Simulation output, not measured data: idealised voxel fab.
process module | voxel fin reveal
cross-section cut | 160 nm wide | cells 5 nm
A cross-section is a grid of square cells, given in bands from the top down. A band is one or more rows of cells.
Each band's line starts with the height of the band's top and of its bottom, in nm. Then come its materials from left to right, each with its width in nm. One material with "throughout" fills the band from edge to edge. "air" is empty space.
Height 0 is the level under which the wafer as received is all one material. The lowest band goes on downwards, as in "0 down".
A width such as "30 to 40" changes by the same amount from each row of cells to the next, from the band's top row to its bottom row.
"no change" after a step means that no cell of the cross-section changed.
closed voids: empty space of 8 cells or more with no open way to the top, each as width x height at its distance from the left edge, in nm
after a step's settings: what the simulator itself notes on the step
overlay nm, on a step with a mask: how far to the right of its planned place the mask lay; to the left if negative
plan
1 op RECEIVE | material Si
2 op CONFORMAL_DEP | material SiN | thk nm 5
3 op MASKED_ETCH | tone cover | mask id FINS | width nm 15 | pitch nm 45 | etch materials SiN | depth nm 5 | overlay nm 0
4 op MASKED_ETCH | tone cover | mask id FINS | width nm 15 | pitch nm 45 | etch materials Si | depth nm 30 | overlay nm 0
5 op OXIDIZE | depth nm 5
6 op FILL_DEP | material SiO2 | thk nm 10
7 op CMP | height nm 5
8 op SELECTIVE_ETCH | etch materials SiO2 | depth nm 25
9 op STRIP | etch materials SiN
10 op CONFORMAL_DEP | material SiO2 | thk nm 5
as received, after step 1
  0 down: Si throughout
  closed voids: none
a wafer at the end: this start, this plan, one mistake
  5 to 0: air 50 | SiO2 15 | air 30 | SiO2 15 | air 50
  0 to -30: air 50 | SiO2 5 | Si 5 | SiO2 5 | air 30 | SiO2 5 | Si 5 | SiO2 5 | air 50
  -30 to -35: SiO2 55 | Si 5 | SiO2 40 | Si 5 | SiO2 55
  -35 down: Si throughout
  closed voids: none
what went wrong: step 8 was run twice
